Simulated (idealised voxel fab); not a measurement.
Process module, titled voxel released beams
Each square cell in cross-section cut measures 5 nm, and the section as a whole is 295 nm wide.
A cross-section in this document is a grid of square cells, and it is written down as bands, the top band listed before the ones below it; a band is made up of one or more rows of cells. This entry defines a band. It first specifies the height of the band's top and the height of its bottom in nm, and then specifies the band's materials from left to right, stating each material with its width in nm. The word "everywhere" identifies a single material that fills the band from edge to edge, while the word "air" identifies empty space. It should be noted that heights are counted from 0, beneath which the wafer as supplied is of one material throughout, and that the lowest band possesses no lower boundary but continues downward, as written in "0..down". Note: "30->40" means the width goes from the first number (top row of the band) to the second number (bottom row) in equal steps per row of cells. Key: "changes: none" - step with no changed cell in the cross-section. The label "Trapped voids" introduces a list of the empty spaces, 8 cells or larger, that have no open way up to the top; each entry in it reads width x height at distance, where the distance is taken from the left edge and all three are stated in nm. Read whatever lies past the settings on a step's line as the simulator's own remark about the step. The line of a step may include "overlay nm". On a step with a mask, this value is how far to the right of its planned place the mask lay. A negative value means the mask lay to the left. Each pair below shows a cross-section before one step and the cross-section after it, down to the lowest band that changed. The line under each pair gives the step between them, with its settings. The pairs can come from different runs of this module on the same starting wafer, so a pair continues from the pair above only where its "Pre-step" says so.

PRE-STEP
	0..down  Si everywhere
	Trapped voids: none

SECTIONAL VIEW, POST-PROCESS
	5..0  Al2O3 everywhere
	Under the height 0 nothing was changed.
	Trapped voids: none
The cross-sections above show the structure before and after this step: CONFORMAL_DEP (material Al2O3; thk nm 5)

Pre-step: cross-section not repeated; it is the one shown after the step in the pair just above.

SECTIONAL VIEW, POST-PROCESS
	15..5  SiO2 everywhere
	Under the height 5 nothing was changed.
	Trapped voids: none
The cross-sections above show the structure before and after this step: DIRECTIONAL_DEP (material SiO2; thk nm 10)

Pre-step: cross-section not repeated; it is the one shown after the step in the pair just above.

SECTIONAL VIEW, POST-PROCESS
	15..5  95 of SiO2 / 35 of air / 165 of SiO2
	Under the height 5 nothing was changed.
	Trapped voids: none
The cross-sections above show the structure before and after this step: MASKED_ETCH (tone open; mask id ANCHOR; width nm 35; etch materials SiO2; depth nm 10; overlay nm 0)

Pre-step: cross-section not repeated; it is the one shown after the step in the pair just above.

SECTIONAL VIEW, POST-PROCESS
	25..15  105 of W / 15 of air / 175 of W
	15..5  95 of SiO2 / 35 of W / 165 of SiO2
	Under the height 5 nothing was changed.
	Trapped voids: none
The cross-sections above show the structure before and after this step: CONFORMAL_DEP (material W; thk nm 10)

Pre-step: cross-section not repeated; it is the one shown after the step in the pair just above.

SECTIONAL VIEW, POST-PROCESS
	25..15  90 of air / 15 of W / 15 of air / 75 of W / 100 of air
	Under the height 15 nothing was changed.
	Trapped voids: none
The cross-sections above show the structure before and after this step: MASKED_ETCH (tone cover; mask id BEAM; width nm 105; etch materials W; depth nm 10; overlay nm 0)

Pre-step: cross-section not repeated; it is the one shown after the step in the pair just above.

SECTIONAL VIEW, POST-PROCESS
	25..15  90 of air / 15 of W / 15 of air / 75 of W / 100 of air
	15..5  95 of air / 35 of W / 165 of air
	Under the height 5 nothing was changed.
	Trapped voids: none
The cross-sections above show the structure before and after this step: STRIP (etch materials SiO2)

PRE-STEP
	0..down  Si everywhere
	Trapped voids: none

SECTIONAL VIEW, POST-PROCESS
	10..0  SiO2 everywhere
	Under the height 0 nothing was changed.
	Trapped voids: none
The cross-sections above show the structure before and after this step: DIRECTIONAL_DEP (material SiO2; thk nm 10)

Pre-step: cross-section not repeated; it is the one shown after the step in the pair just above.

SECTIONAL VIEW, POST-PROCESS
	10..0  95 of SiO2 / 35 of air / 165 of SiO2
	Under the height 0 nothing was changed.
	Trapped voids: none
The cross-sections above show the structure before and after this step: MASKED_ETCH (tone open; mask id ANCHOR; width nm 35; etch materials SiO2; depth nm 10; overlay nm 0)

Pre-step: cross-section not repeated; it is the one shown after the step in the pair just above.

SECTIONAL VIEW, POST-PROCESS
	20..10  105 of W / 15 of air / 175 of W
	10..0  95 of SiO2 / 35 of W / 165 of SiO2
	Under the height 0 nothing was changed.
	Trapped voids: none
The cross-sections above show the structure before and after this step: CONFORMAL_DEP (material W; thk nm 10)

Pre-step: cross-section not repeated; it is the one shown after the step in the pair just above.

SECTIONAL VIEW, POST-PROCESS
	20..10  90 of air / 15 of W / 15 of air / 75 of W / 100 of air
	Under the height 10 nothing was changed.
	Trapped voids: none
The cross-sections above show the structure before and after this step: MASKED_ETCH (tone cover; mask id BEAM; width nm 105; etch materials W; depth nm 10; overlay nm 0)

Pre-step: cross-section not repeated; it is the one shown after the step in the pair just above.

SECTIONAL VIEW, POST-PROCESS
	20..10  90 of air / 15 of W / 15 of air / 75 of W / 100 of air
	10..0  95 of air / 35 of W / 165 of air
	Under the height 0 nothing was changed.
	Trapped voids: none
The cross-sections above show the structure before and after this step: STRIP (etch materials SiO2)

PRE-STEP
	10..0  SiO2 everywhere
	0..down  Si everywhere
	Trapped voids: none

SECTIONAL VIEW, POST-PROCESS
	15..10  Al2O3 everywhere
	Under the height 10 nothing was changed.
	Trapped voids: none
The cross-sections above show the structure before and after this step: CONFORMAL_DEP (material Al2O3; thk nm 5)

Pre-step: cross-section not repeated; it is the one shown after the step in the pair just above.

SECTIONAL VIEW, POST-PROCESS
	25..15  W everywhere
	Under the height 15 nothing was changed.
	Trapped voids: none
The cross-sections above show the structure before and after this step: CONFORMAL_DEP (material W; thk nm 10)

Pre-step: cross-section not repeated; it is the one shown after the step in the pair just above.

SECTIONAL VIEW, POST-PROCESS
	25..15  90 of air / 105 of W / 100 of air
	Under the height 15 nothing was changed.
	Trapped voids: none
The cross-sections above show the structure before and after this step: MASKED_ETCH (tone cover; mask id BEAM; width nm 105; etch materials W; depth nm 10; overlay nm 0)

PRE-STEP
	0..down  Si everywhere
	Trapped voids: none

SECTIONAL VIEW, POST-PROCESS
	15..0  Al2O3 everywhere
	Under the height 0 nothing was changed.
	Trapped voids: none
The cross-sections above show the structure before and after this step: CONFORMAL_DEP (material Al2O3; thk nm 15)

Pre-step: cross-section not repeated; it is the one shown after the step in the pair just above.

SECTIONAL VIEW, POST-PROCESS
	25..15  SiO2 everywhere
	Under the height 15 nothing was changed.
	Trapped voids: none
The cross-sections above show the structure before and after this step: DIRECTIONAL_DEP (material SiO2; thk nm 10)

Pre-step: cross-section not repeated; it is the one shown after the step in the pair just above.

SECTIONAL VIEW, POST-PROCESS
	25..15  95 of SiO2 / 35 of air / 165 of SiO2
	Under the height 15 nothing was changed.
	Trapped voids: none
The cross-sections above show the structure before and after this step: MASKED_ETCH (tone open; mask id ANCHOR; width nm 35; etch materials SiO2; depth nm 10; overlay nm 0)

Pre-step: cross-section not repeated; it is the one shown after the step in the pair just above.

SECTIONAL VIEW, POST-PROCESS
	35..25  105 of W / 15 of air / 175 of W
	25..15  95 of SiO2 / 35 of W / 165 of SiO2
	Under the height 15 nothing was changed.
	Trapped voids: none
The cross-sections above show the structure before and after this step: CONFORMAL_DEP (material W; thk nm 10)

Pre-step: cross-section not repeated; it is the one shown after the step in the pair just above.

SECTIONAL VIEW, POST-PROCESS
	35..25  90 of air / 15 of W / 15 of air / 75 of W / 100 of air
	Under the height 25 nothing was changed.
	Trapped voids: none
The cross-sections above show the structure before and after this step: MASKED_ETCH (tone cover; mask id BEAM; width nm 105; etch materials W; depth nm 10; overlay nm 0)

Pre-step: cross-section not repeated; it is the one shown after the step in the pair just above.

SECTIONAL VIEW, POST-PROCESS
	35..25  90 of air / 15 of W / 15 of air / 75 of W / 100 of air
	25..15  95 of air / 35 of W / 165 of air
	Under the height 15 nothing was changed.
	Trapped voids: none
The cross-sections above show the structure before and after this step: STRIP (etch materials SiO2)

PRE-STEP
	25..15  105 of W / 15 of air / 175 of W
	15..5  95 of SiO2 / 35 of W / 165 of SiO2
	5..0  Al2O3 everywhere
	0..down  Si everywhere
	Trapped voids: none

SECTIONAL VIEW, POST-PROCESS
	25..15  95 of air / 10 of W / 15 of air / 75 of W / 100 of air
	Under the height 15 nothing was changed.
	Trapped voids: none
The cross-sections above show the structure before and after this step: MASKED_ETCH (tone cover; mask id BEAM; width nm 100; etch materials W; depth nm 10; overlay nm 0)

Pre-step: cross-section not repeated; it is the one shown after the step in the pair just above.

SECTIONAL VIEW, POST-PROCESS
	25..15  95 of air / 10 of W / 15 of air / 75 of W / 100 of air
	15..5  95 of air / 35 of W / 165 of air
	Under the height 5 nothing was changed.
	Trapped voids: none
The cross-sections above show the structure before and after this step: STRIP (etch materials SiO2)

PRE-STEP
	25..15  105 of W / 15 of air / 175 of W
	15..5  95 of SiO2 / 35 of W / 165 of SiO2
	5..0  Al2O3 everywhere
	0..down  Si everywhere
	Trapped voids: none

SECTIONAL VIEW, POST-PROCESS
	25..15  95 of air / 10 of W / 15 of air / 80 of W / 95 of air
	Under the height 15 nothing was changed.
	Trapped voids: none
The cross-sections above show the structure before and after this step: MASKED_ETCH (tone cover; mask id BEAM; width nm 105; etch materials W; depth nm 10; overlay nm 5)

Pre-step: cross-section not repeated; it is the one shown after the step in the pair just above.

SECTIONAL VIEW, POST-PROCESS
	25..15  95 of air / 10 of W / 15 of air / 80 of W / 95 of air
	15..5  95 of air / 35 of W / 165 of air
	Under the height 5 nothing was changed.
	Trapped voids: none
The cross-sections above show the structure before and after this step: STRIP (etch materials SiO2)

PRE-STEP
	25..15  90 of air / 15 of W / 15 of air / 75 of W / 100 of air
	15..5  95 of SiO2 / 35 of W / 165 of SiO2
	5..0  Al2O3 everywhere
	0..down  Si everywhere
	Trapped voids: none

SECTIONAL VIEW, POST-PROCESS
	15..5  95 of SiO2 / 35 of air / 165 of SiO2
	Under the height 5 nothing was changed.
	Trapped voids: none
The cross-sections above show the structure before and after this step: STRIP (etch materials W)

PRE-STEP
	25..15  105 of W / 15 of air / 175 of W
	15..5  95 of SiO2 / 35 of W / 165 of SiO2
	5..0  Al2O3 everywhere
	0..down  Si everywhere
	Trapped voids: none

SECTIONAL VIEW, POST-PROCESS
	25..15  90 of W / 105 of air / 100 of W
	15..5  95 of SiO2 / 10 of W / 15 of air / 10 of W / 165 of SiO2
	Under the height 5 nothing was changed.
	Trapped voids: none
The cross-sections above show the structure before and after this step: MASKED_ETCH (tone open; mask id BEAM; width nm 105; etch materials W; depth nm 10; overlay nm 0)

Pre-step: cross-section not repeated; it is the one shown after the step in the pair just above.

SECTIONAL VIEW, POST-PROCESS
	15..5  95 of air / 10 of W / 15 of air / 10 of W / 165 of air
	Under the height 5 nothing was changed.
	Trapped voids: none
The cross-sections above show the structure before and after this step: STRIP (etch materials SiO2)
